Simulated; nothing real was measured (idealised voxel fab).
Proc. module: voxel wiring stack
Cross-sectional view cut (width: 230 nm; square cell size: 5 nm).
Just so we're on the same page, the cross-sections are grids of square cells, and they're listed out in bands top to bottom, each band one or more rows deep.
Top height, bottom height, nm. Materials left to right, width each, nm. Single material + "throughout" = fills band edge to edge. "air" = empty.
Heights are expressed relative to 0, this being the level below which the as-received wafer comprises one material exclusively. The lowest band is unbounded in the downward direction and is denoted as in "z 0 and below".
The width entry "30 to 40" should be interpreted row by row: the top row of cells in the band takes the first number, the bottom row takes the second number, and the change between adjacent rows is uniform throughout.
Where a step carries "all unchanged", the cross-section came out of it unchanged, cell for cell.
The entry "Closed void inventory" lists the empty spaces that cover at least 8 cells and have no open path to the top. Each is written as width x height at distance, where the distance is measured from the left edge and all three values are in nm.
That trailing text on a step's line, after the settings, is the simulator's own remark on the step.
Regarding "overlay nm": on a step with a mask, it is the distance the mask lay to the right of its planned place; a negative value places it to the left.
Steps planned for the process:
- 1: RECEIVE | material Si
- 2: CONFORMAL_DEP | material SiO2 | thk nm 15
- 3: DIRECTIONAL_DEP | material TiN | thk nm 5
- 4: DIRECTIONAL_DEP | material W | thk nm 25
- 5: DIRECTIONAL_DEP | material aC | thk nm 15
- 6: PATTERN | tone cover | mask id METAL_1 | material resist | width nm 25 | pitch nm 40 | thk nm 30 | overlay nm 0
- 7: DIRECTIONAL_ETCH | etch materials aC | depth nm 15
- 8: STRIP | etch materials resist
- 9: DIRECTIONAL_ETCH | etch materials W | depth nm 25
- 10: DIRECTIONAL_ETCH | etch materials TiN | depth nm 5
- 11: STRIP | etch materials aC
- 12: FILL_DEP | material lowk | thk nm 5
- 13: CMP | height nm 45
- 14: CONFORMAL_DEP | material SiCN | thk nm 5
- 15: DIRECTIONAL_DEP | material SiO2 | thk nm 15
- 16: DIRECTIONAL_DEP | material aC | thk nm 10
- 17: PATTERN | tone open | mask id PLUG_1 | material resist | width nm 15 | pitch nm 80 | thk nm 25 | overlay nm 0
- 18: DIRECTIONAL_ETCH | etch materials aC | depth nm 10
- 19: STRIP | etch materials resist
- 20: DIRECTIONAL_ETCH | etch materials SiO2 | depth nm 15
- 21: DIRECTIONAL_ETCH | etch materials SiCN | depth nm 5
- 22: STRIP | etch materials aC
- 23: EPI | material Ru | thk nm 10
- 24: EPI | material Ru | thk nm 10
- 25: DIRECTIONAL_DEP | material TiN | thk nm 5
- 26: DIRECTIONAL_DEP | material W | thk nm 15
- 27: MASKED_ETCH | tone cover | mask id METAL_2 | width nm 25 | pitch nm 40 | etch materials W | depth nm 15 | overlay nm 0
- 28: MASKED_ETCH | tone cover | mask id METAL_2 | width nm 25 | pitch nm 40 | etch materials TiN | depth nm 5 | overlay nm 0
- 29: CONFORMAL_DEP | material SiN | thk nm 5
- 30: FILL_DEP | material SiO2 | thk nm 5
- 31: CMP | height nm 85
- 32: CONFORMAL_DEP | material SiCN | thk nm 5
- 33: DIRECTIONAL_DEP | material lowk | thk nm 25
- 34: DIRECTIONAL_DEP | material aC | thk nm 15
- 35: PATTERN | tone open | mask id METAL_3_HOLES | material resist | width nm 15 | pitch nm 40 | thk nm 35 | overlay nm 0
- 36: DIRECTIONAL_ETCH | etch materials aC | depth nm 15
- 37: STRIP | etch materials resist
- 38: DIRECTIONAL_ETCH | etch materials lowk | depth nm 25
- 39: STRIP | etch materials aC
- 40: DIRECTIONAL_DEP | material aC | thk nm 10
- 41: PATTERN | tone open | mask id METAL_3 | material resist | width nm 25 | pitch nm 40 | thk nm 25 | overlay nm 0
- 42: DIRECTIONAL_ETCH | etch materials aC | depth nm 10
- 43: STRIP | etch materials resist
- 44: DIRECTIONAL_ETCH | etch materials lowk | depth nm 15
- 45: DIRECTIONAL_ETCH | etch materials SiCN | depth nm 5
- 46: STRIP | etch materials aC
- 47: CONFORMAL_DEP | material TiN | thk nm 5
- 48: FILL_DEP | material Ru | thk nm 5
- 49: CMP | height nm 115
- 50: CONFORMAL_DEP | material SiCN | thk nm 5
- 51: DIRECTIONAL_DEP | material lowk | thk nm 15
- 52: PATTERN | tone open | mask id PLUG_3 | material resist | width nm 15 | pitch nm 80 | thk nm 15 | overlay nm 0
- 53: DIRECTIONAL_ETCH | etch materials lowk | depth nm 15
- 54: DIRECTIONAL_ETCH | etch materials SiCN | depth nm 5
- 55: STRIP | etch materials resist
- 56: CONFORMAL_DEP | material TiN | thk nm 5
- 57: FILL_DEP | material W | thk nm 5
- 58: CMP | height nm 135
- 59: DIRECTIONAL_DEP | material TiN | thk nm 5
- 60: DIRECTIONAL_DEP | material W | thk nm 15
- 61: PATTERN | tone cover | mask id METAL_4 | material resist | width nm 25 | pitch nm 40 | thk nm 15 | overlay nm 0
- 62: DIRECTIONAL_ETCH | etch materials W | depth nm 15
- 63: DIRECTIONAL_ETCH | etch materials TiN | depth nm 5
- 64: STRIP | etch materials resist
- 65: FILL_DEP | material lowk | thk nm 10
- 66: CMP | height nm 155
- 67: CONFORMAL_DEP | material SiCN | thk nm 5
Concerning the first of two wafers, which was run in accordance with the plan:
Step 1 complete: cross-section of the wafer as received:
	z 0 and below  Si throughout
	Closed void inventory: none
So this is the wafer cross-section right after step 2:
	z 15 to 0  SiO2 throughout
	Below a height of 0, the structure has not been altered.
So this is the wafer cross-section right after step 3:
	z 20 to 15  TiN throughout
	Below a height of 15, the structure has not been altered.
So this is the wafer cross-section right after step 4:
	z 45 to 20  W throughout
	Below a height of 20, the structure has not been altered.
So this is the wafer cross-section right after step 5:
	z 60 to 45  aC throughout
	Below a height of 45, the structure has not been altered.
So this is the wafer cross-section right after step 6:
	z 90 to 60  air=40; resist=25; air=15; resist=25; air=15; resist=25; air=15; resist=25; air=45
	Below a height of 60, the structure has not been altered.
So this is the wafer cross-section right after step 7:
	z 75 to 60  air=40; resist=25; air=15; resist=25; air=15; resist=25; air=15; resist=25; air=45
	z 60 to 45  air=40; aC=25; air=15; aC=25; air=15; aC=25; air=15; aC=25; air=45
	Below a height of 45, the structure has not been altered.
So this is the wafer cross-section right after step 8:
	z 60 to 45  air=40; aC=25; air=15; aC=25; air=15; aC=25; air=15; aC=25; air=45
	Below a height of 45, the structure has not been altered.
So this is the wafer cross-section right after step 9:
	z 60 to 45  air=40; aC=25; air=15; aC=25; air=15; aC=25; air=15; aC=25; air=45
	z 45 to 20  air=40; W=25; air=15; W=25; air=15; W=25; air=15; W=25; air=45
	Below a height of 20, the structure has not been altered.
So this is the wafer cross-section right after step 10:
	z 60 to 45  air=40; aC=25; air=15; aC=25; air=15; aC=25; air=15; aC=25; air=45
	z 45 to 20  air=40; W=25; air=15; W=25; air=15; W=25; air=15; W=25; air=45
	z 20 to 15  air=40; TiN=25; air=15; TiN=25; air=15; TiN=25; air=15; TiN=25; air=45
	Below a height of 15, the structure has not been altered.
So this is the wafer cross-section right after step 11:
	z 45 to 20  air=40; W=25; air=15; W=25; air=15; W=25; air=15; W=25; air=45
	Below a height of 20, the structure has not been altered.
So this is the wafer cross-section right after step 12:
	z 50 to 45  lowk throughout
	z 45 to 20  lowk=40; W=25; lowk=15; W=25; lowk=15; W=25; lowk=15; W=25; lowk=45
	z 20 to 15  lowk=40; TiN=25; lowk=15; TiN=25; lowk=15; TiN=25; lowk=15; TiN=25; lowk=45
	Below a height of 15, the structure has not been altered.
So this is the wafer cross-section right after step 13:
	z 45 to 20  lowk=40; W=25; lowk=15; W=25; lowk=15; W=25; lowk=15; W=25; lowk=45
	Below a height of 20, the structure has not been altered.
So this is the wafer cross-section right after step 14:
	z 50 to 45  SiCN throughout
	Below a height of 45, the structure has not been altered.
So this is the wafer cross-section right after step 15:
	z 65 to 50  SiO2 throughout
	Below a height of 50, the structure has not been altered.
So this is the wafer cross-section right after step 16:
	z 75 to 65  aC throughout
	Below a height of 65, the structure has not been altered.
So this is the wafer cross-section right after step 17:
	z 100 to 75  resist=40; air=15; resist=65; air=15; resist=95
	Below a height of 75, the structure has not been altered.
So this is the wafer cross-section right after step 18:
	z 90 to 75  resist=40; air=15; resist=65; air=15; resist=95
	z 75 to 65  aC=40; air=15; aC=65; air=15; aC=95
	Below a height of 65, the structure has not been altered.
So this is the wafer cross-section right after step 19:
	z 75 to 65  aC=40; air=15; aC=65; air=15; aC=95
	Below a height of 65, the structure has not been altered.
So this is the wafer cross-section right after step 20:
	z 75 to 65  aC=40; air=15; aC=65; air=15; aC=95
	z 65 to 50  SiO2=40; air=15; SiO2=65; air=15; SiO2=95
	Below a height of 50, the structure has not been altered.
So this is the wafer cross-section right after step 21:
	z 75 to 65  aC=40; air=15; aC=65; air=15; aC=95
	z 65 to 50  SiO2=40; air=15; SiO2=65; air=15; SiO2=95
	z 50 to 45  SiCN=40; air=15; SiCN=65; air=15; SiCN=95
	Below a height of 45, the structure has not been altered.
So this is the wafer cross-section right after step 22:
	z 65 to 50  SiO2=40; air=15; SiO2=65; air=15; SiO2=95
	Below a height of 50, the structure has not been altered.
So this is the wafer cross-section right after step 23:
	z 65 to 55  SiO2=40; air=15; SiO2=65; air=15; SiO2=95
	z 55 to 50  SiO2=40; Ru=15; SiO2=65; Ru=15; SiO2=95
	z 50 to 45  SiCN=40; Ru=15; SiCN=65; Ru=15; SiCN=95
	Below a height of 45, the structure has not been altered.
So this is the wafer cross-section right after step 24:
	z 65 to 50  SiO2=40; Ru=15; SiO2=65; Ru=15; SiO2=95
	Below a height of 50, the structure has not been altered.
So this is the wafer cross-section right after step 25:
	z 70 to 65  TiN throughout
	Below a height of 65, the structure has not been altered.
So this is the wafer cross-section right after step 26:
	z 85 to 70  W throughout
	Below a height of 70, the structure has not been altered.
So this is the wafer cross-section right after step 27:
	z 85 to 70  air=40; W=25; air=15; W=25; air=15; W=25; air=15; W=25; air=45
	Below a height of 70, the structure has not been altered.
So this is the wafer cross-section right after step 28:
	z 85 to 70  air=40; W=25; air=15; W=25; air=15; W=25; air=15; W=25; air=45
	z 70 to 65  air=40; TiN=25; air=15; TiN=25; air=15; TiN=25; air=15; TiN=25; air=45
	Below a height of 65, the structure has not been altered.
So this is the wafer cross-section right after step 29:
	z 90 to 85  air=35; SiN=35; air=5; SiN=35; air=5; SiN=35; air=5; SiN=35; air=40
	z 85 to 70  air=35; SiN=5; W=25; SiN=5; air=5; SiN=5; W=25; SiN=5; air=5; SiN=5; W=25; SiN=5; air=5; SiN=5; W=25; SiN=5; air=40
	z 70 to 65  SiN=40; TiN=25; SiN=15; TiN=25; SiN=15; TiN=25; SiN=15; TiN=25; SiN=45
	Below a height of 65, the structure has not been altered.
So this is the wafer cross-section right after step 30:
	z 95 to 90  SiO2 throughout
	z 90 to 85  SiO2=35; SiN=35; SiO2=5; SiN=35; SiO2=5; SiN=35; SiO2=5; SiN=35; SiO2=40
	z 85 to 70  SiO2=35; SiN=5; W=25; SiN=5; SiO2=5; SiN=5; W=25; SiN=5; SiO2=5; SiN=5; W=25; SiN=5; SiO2=5; SiN=5; W=25; SiN=5; SiO2=40
	Below a height of 70, the structure has not been altered.
So this is the wafer cross-section right after step 31:
	z 85 to 70  SiO2=35; SiN=5; W=25; SiN=5; SiO2=5; SiN=5; W=25; SiN=5; SiO2=5; SiN=5; W=25; SiN=5; SiO2=5; SiN=5; W=25; SiN=5; SiO2=40
	Below a height of 70, the structure has not been altered.
So this is the wafer cross-section right after step 32:
	z 90 to 85  SiCN throughout
	Below a height of 85, the structure has not been altered.
So this is the wafer cross-section right after step 33:
	z 115 to 90  lowk throughout
	Below a height of 90, the structure has not been altered.
So this is the wafer cross-section right after step 34:
	z 130 to 115  aC throughout
	Below a height of 115, the structure has not been altered.
So this is the wafer cross-section right after step 35:
	z 165 to 130  resist=40; air=15; resist=25; air=15; resist=25; air=15; resist=25; air=15; resist=55
	Below a height of 130, the structure has not been altered.
So this is the wafer cross-section right after step 36:
	z 150 to 130  resist=40; air=15; resist=25; air=15; resist=25; air=15; resist=25; air=15; resist=55
	z 130 to 115  aC=40; air=15; aC=25; air=15; aC=25; air=15; aC=25; air=15; aC=55
	Below a height of 115, the structure has not been altered.
So this is the wafer cross-section right after step 37:
	z 130 to 115  aC=40; air=15; aC=25; air=15; aC=25; air=15; aC=25; air=15; aC=55
	Below a height of 115, the structure has not been altered.
So this is the wafer cross-section right after step 38:
	z 130 to 115  aC=40; air=15; aC=25; air=15; aC=25; air=15; aC=25; air=15; aC=55
	z 115 to 90  lowk=40; air=15; lowk=25; air=15; lowk=25; air=15; lowk=25; air=15; lowk=55
	Below a height of 90, the structure has not been altered.
So this is the wafer cross-section right after step 39:
	z 115 to 90  lowk=40; air=15; lowk=25; air=15; lowk=25; air=15; lowk=25; air=15; lowk=55
	Below a height of 90, the structure has not been altered.
So this is the wafer cross-section right after step 40:
	z 125 to 115  aC=40; air=15; aC=25; air=15; aC=25; air=15; aC=25; air=15; aC=55
	z 115 to 100  lowk=40; air=15; lowk=25; air=15; lowk=25; air=15; lowk=25; air=15; lowk=55
	z 100 to 90  lowk=40; aC=15; lowk=25; aC=15; lowk=25; aC=15; lowk=25; aC=15; lowk=55
	Below a height of 90, the structure has not been altered.
So this is the wafer cross-section right after step 41:
	z 150 to 125  resist=40; air=25; resist=15; air=25; resist=15; air=25; resist=15; air=25; resist=45
	Below a height of 125, the structure has not been altered.
So this is the wafer cross-section right after step 42:
	z 140 to 125  resist=40; air=25; resist=15; air=25; resist=15; air=25; resist=15; air=25; resist=45
	z 125 to 115  aC=40; air=25; aC=15; air=25; aC=15; air=25; aC=15; air=25; aC=45
	z 115 to 90  lowk=40; air=15; lowk=25; air=15; lowk=25; air=15; lowk=25; air=15; lowk=55
	Below a height of 90, the structure has not been altered.
So this is the wafer cross-section right after step 43:
	z 125 to 115  aC=40; air=25; aC=15; air=25; aC=15; air=25; aC=15; air=25; aC=45
	Below a height of 115, the structure has not been altered.
So this is the wafer cross-section right after step 44:
	z 125 to 115  aC=40; air=25; aC=15; air=25; aC=15; air=25; aC=15; air=25; aC=45
	z 115 to 100  lowk=40; air=25; lowk=15; air=25; lowk=15; air=25; lowk=15; air=25; lowk=45
	Below a height of 100, the structure has not been altered.
So this is the wafer cross-section right after step 45:
	z 125 to 115  aC=40; air=25; aC=15; air=25; aC=15; air=25; aC=15; air=25; aC=45
	z 115 to 100  lowk=40; air=25; lowk=15; air=25; lowk=15; air=25; lowk=15; air=25; lowk=45
	z 100 to 90  lowk=40; air=15; lowk=25; air=15; lowk=25; air=15; lowk=25; air=15; lowk=55
	z 90 to 85  SiCN=40; air=15; SiCN=25; air=15; SiCN=25; air=15; SiCN=25; air=15; SiCN=55
	Below a height of 85, the structure has not been altered.
So this is the wafer cross-section right after step 46:
	z 115 to 100  lowk=40; air=25; lowk=15; air=25; lowk=15; air=25; lowk=15; air=25; lowk=45
	Below a height of 100, the structure has not been altered.
So this is the wafer cross-section right after step 47:
	z 120 to 115  TiN=45; air=15; TiN=25; air=15; TiN=25; air=15; TiN=25; air=15; TiN=50
	z 115 to 105  lowk=40; TiN=5; air=15; TiN=5; lowk=15; TiN=5; air=15; TiN=5; lowk=15; TiN=5; air=15; TiN=5; lowk=15; TiN=5; air=15; TiN=5; lowk=45
	z 105 to 100  lowk=40; TiN=5; air=5; TiN=15; lowk=15; TiN=5; air=5; TiN=15; lowk=15; TiN=5; air=5; TiN=15; lowk=15; TiN=5; air=5; TiN=15; lowk=45
	z 100 to 90  lowk=40; TiN=5; air=5; TiN=5; lowk=25; TiN=5; air=5; TiN=5; lowk=25; TiN=5; air=5; TiN=5; lowk=25; TiN=5; air=5; TiN=5; lowk=55
	z 90 to 85  SiCN=40; TiN=15; SiCN=25; TiN=15; SiCN=25; TiN=15; SiCN=25; TiN=15; SiCN=55
	Below a height of 85, the structure has not been altered.
So this is the wafer cross-section right after step 48:
	z 125 to 120  Ru throughout
	z 120 to 115  TiN=45; Ru=15; TiN=25; Ru=15; TiN=25; Ru=15; TiN=25; Ru=15; TiN=50
	z 115 to 105  lowk=40; TiN=5; Ru=15; TiN=5; lowk=15; TiN=5; Ru=15; TiN=5; lowk=15; TiN=5; Ru=15; TiN=5; lowk=15; TiN=5; Ru=15; TiN=5; lowk=45
	z 105 to 100  lowk=40; TiN=5; Ru=5; TiN=15; lowk=15; TiN=5; Ru=5; TiN=15; lowk=15; TiN=5; Ru=5; TiN=15; lowk=15; TiN=5; Ru=5; TiN=15; lowk=45
	z 100 to 90  lowk=40; TiN=5; Ru=5; TiN=5; lowk=25; TiN=5; Ru=5; TiN=5; lowk=25; TiN=5; Ru=5; TiN=5; lowk=25; TiN=5; Ru=5; TiN=5; lowk=55
	Below a height of 90, the structure has not been altered.
So this is the wafer cross-section right after step 49:
	z 115 to 105  lowk=40; TiN=5; Ru=15; TiN=5; lowk=15; TiN=5; Ru=15; TiN=5; lowk=15; TiN=5; Ru=15; TiN=5; lowk=15; TiN=5; Ru=15; TiN=5; lowk=45
	Below a height of 105, the structure has not been altered.
So this is the wafer cross-section right after step 50:
	z 120 to 115  SiCN throughout
	Below a height of 115, the structure has not been altered.
So this is the wafer cross-section right after step 51:
	z 135 to 120  lowk throughout
	Below a height of 120, the structure has not been altered.
So this is the wafer cross-section right after step 52:
	z 150 to 135  resist=40; air=15; resist=65; air=15; resist=95
	Below a height of 135, the structure has not been altered.
So this is the wafer cross-section right after step 53:
	z 150 to 135  resist=40; air=15; resist=65; air=15; resist=95
	z 135 to 120  lowk=40; air=15; lowk=65; air=15; lowk=95
	Below a height of 120, the structure has not been altered.
So this is the wafer cross-section right after step 54:
	z 150 to 135  resist=40; air=15; resist=65; air=15; resist=95
	z 135 to 120  lowk=40; air=15; lowk=65; air=15; lowk=95
	z 120 to 115  SiCN=40; air=15; SiCN=65; air=15; SiCN=95
	Below a height of 115, the structure has not been altered.
So this is the wafer cross-section right after step 55:
	z 135 to 120  lowk=40; air=15; lowk=65; air=15; lowk=95
	Below a height of 120, the structure has not been altered.
So this is the wafer cross-section right after step 56:
	z 140 to 135  TiN=45; air=5; TiN=75; air=5; TiN=100
	z 135 to 120  lowk=40; TiN=5; air=5; TiN=5; lowk=65; TiN=5; air=5; TiN=5; lowk=95
	z 120 to 115  SiCN=40; TiN=15; SiCN=65; TiN=15; SiCN=95
	Below a height of 115, the structure has not been altered.
So this is the wafer cross-section right after step 57:
	z 145 to 140  W throughout
	z 140 to 135  TiN=45; W=5; TiN=75; W=5; TiN=100
	z 135 to 120  lowk=40; TiN=5; W=5; TiN=5; lowk=65; TiN=5; W=5; TiN=5; lowk=95
	Below a height of 120, the structure has not been altered.
So this is the wafer cross-section right after step 58:
	z 135 to 120  lowk=40; TiN=5; W=5; TiN=5; lowk=65; TiN=5; W=5; TiN=5; lowk=95
	Below a height of 120, the structure has not been altered.
So this is the wafer cross-section right after step 59:
	z 140 to 135  TiN throughout
	Below a height of 135, the structure has not been altered.
So this is the wafer cross-section right after step 60:
	z 155 to 140  W throughout
	Below a height of 140, the structure has not been altered.
So this is the wafer cross-section right after step 61:
	z 170 to 155  air=40; resist=25; air=15; resist=25; air=15; resist=25; air=15; resist=25; air=45
	Below a height of 155, the structure has not been altered.
So this is the wafer cross-section right after step 62:
	z 170 to 155  air=40; resist=25; air=15; resist=25; air=15; resist=25; air=15; resist=25; air=45
	z 155 to 140  air=40; W=25; air=15; W=25; air=15; W=25; air=15; W=25; air=45
	Below a height of 140, the structure has not been altered.
So this is the wafer cross-section right after step 63:
	z 170 to 155  air=40; resist=25; air=15; resist=25; air=15; resist=25; air=15; resist=25; air=45
	z 155 to 140  air=40; W=25; air=15; W=25; air=15; W=25; air=15; W=25; air=45
	z 140 to 135  air=40; TiN=25; air=15; TiN=25; air=15; TiN=25; air=15; TiN=25; air=45
	Below a height of 135, the structure has not been altered.
So this is the wafer cross-section right after step 64:
	z 155 to 140  air=40; W=25; air=15; W=25; air=15; W=25; air=15; W=25; air=45
	Below a height of 140, the structure has not been altered.
So this is the wafer cross-section right after step 65:
	z 165 to 155  lowk throughout
	z 155 to 140  lowk=40; W=25; lowk=15; W=25; lowk=15; W=25; lowk=15; W=25; lowk=45
	z 140 to 135  lowk=40; TiN=25; lowk=15; TiN=25; lowk=15; TiN=25; lowk=15; TiN=25; lowk=45
	Below a height of 135, the structure has not been altered.
So this is the wafer cross-section right after step 66:
	z 155 to 140  lowk=40; W=25; lowk=15; W=25; lowk=15; W=25; lowk=15; W=25; lowk=45
	Below a height of 140, the structure has not been altered.
So this is the wafer cross-section right after step 67:
	z 160 to 155  SiCN throughout
	Below a height of 155, the structure has not been altered.
Wafer two of two - same starting point, same process plan, one mistake in execution; matches wafer one up to and including step 51:
Planned end of step 52: second wafer, cross-section:
	z 150 to 135  resist=30; air=15; resist=65; air=15; resist=105
	Below a height of 135, the structure has not been altered.
Planned end of step 53: second wafer, cross-section:
	z 150 to 135  resist=30; air=15; resist=65; air=15; resist=105
	z 135 to 120  lowk=30; air=15; lowk=65; air=15; lowk=105
	Below a height of 120, the structure has not been altered.
Planned end of step 54: second wafer, cross-section:
	z 150 to 135  resist=30; air=15; resist=65; air=15; resist=105
	z 135 to 120  lowk=30; air=15; lowk=65; air=15; lowk=105
	z 120 to 115  SiCN=30; air=15; SiCN=65; air=15; SiCN=105
	Below a height of 115, the structure has not been altered.
Planned end of step 55: second wafer, cross-section:
	z 135 to 120  lowk=30; air=15; lowk=65; air=15; lowk=105
	Below a height of 120, the structure has not been altered.
Planned end of step 56: second wafer, cross-section:
	z 140 to 135  TiN=35; air=5; TiN=75; air=5; TiN=110
	z 135 to 120  lowk=30; TiN=5; air=5; TiN=5; lowk=65; TiN=5; air=5; TiN=5; lowk=105
	z 120 to 115  SiCN=30; TiN=15; SiCN=65; TiN=15; SiCN=105
	Below a height of 115, the structure has not been altered.
Planned end of step 57: second wafer, cross-section:
	z 145 to 140  W throughout
	z 140 to 135  TiN=35; W=5; TiN=75; W=5; TiN=110
	z 135 to 120  lowk=30; TiN=5; W=5; TiN=5; lowk=65; TiN=5; W=5; TiN=5; lowk=105
	Below a height of 120, the structure has not been altered.
Planned end of step 58: second wafer, cross-section:
	z 135 to 120  lowk=30; TiN=5; W=5; TiN=5; lowk=65; TiN=5; W=5; TiN=5; lowk=105
	Below a height of 120, the structure has not been altered.
Planned end of step 59: second wafer, cross-section:
	z 140 to 135  TiN throughout
	Below a height of 135, the structure has not been altered.
Planned end of step 60: second wafer, cross-section:
	z 155 to 140  W throughout
	Below a height of 140, the structure has not been altered.
Planned end of step 61: second wafer, cross-section:
	z 170 to 155  air=40; resist=25; air=15; resist=25; air=15; resist=25; air=15; resist=25; air=45
	Below a height of 155, the structure has not been altered.
Planned end of step 62: second wafer, cross-section:
	z 170 to 155  air=40; resist=25; air=15; resist=25; air=15; resist=25; air=15; resist=25; air=45
	z 155 to 140  air=40; W=25; air=15; W=25; air=15; W=25; air=15; W=25; air=45
	Below a height of 140, the structure has not been altered.
Planned end of step 63: second wafer, cross-section:
	z 170 to 155  air=40; resist=25; air=15; resist=25; air=15; resist=25; air=15; resist=25; air=45
	z 155 to 140  air=40; W=25; air=15; W=25; air=15; W=25; air=15; W=25; air=45
	z 140 to 135  air=40; TiN=25; air=15; TiN=25; air=15; TiN=25; air=15; TiN=25; air=45
	Below a height of 135, the structure has not been altered.
Planned end of step 64: second wafer, cross-section:
	z 155 to 140  air=40; W=25; air=15; W=25; air=15; W=25; air=15; W=25; air=45
	Below a height of 140, the structure has not been altered.
Planned end of step 65: second wafer, cross-section:
	z 165 to 155  lowk throughout
	z 155 to 140  lowk=40; W=25; lowk=15; W=25; lowk=15; W=25; lowk=15; W=25; lowk=45
	z 140 to 135  lowk=40; TiN=25; lowk=15; TiN=25; lowk=15; TiN=25; lowk=15; TiN=25; lowk=45
	Below a height of 135, the structure has not been altered.
Planned end of step 66: second wafer, cross-section:
	z 155 to 140  lowk=40; W=25; lowk=15; W=25; lowk=15; W=25; lowk=15; W=25; lowk=45
	Below a height of 140, the structure has not been altered.
Planned end of step 67: second wafer, cross-section:
	z 160 to 155  SiCN throughout
	Below a height of 155, the structure has not been altered.
Where did the run depart from the plan? step 52 was processed under conditions differing from the plan, specifically as PATTERN | tone open | mask id PLUG_3 | material resist | width nm 15 | pitch nm 80 | thk nm 15 | overlay nm -10
Cell counts per material: same on both final wafers. Positions: different.
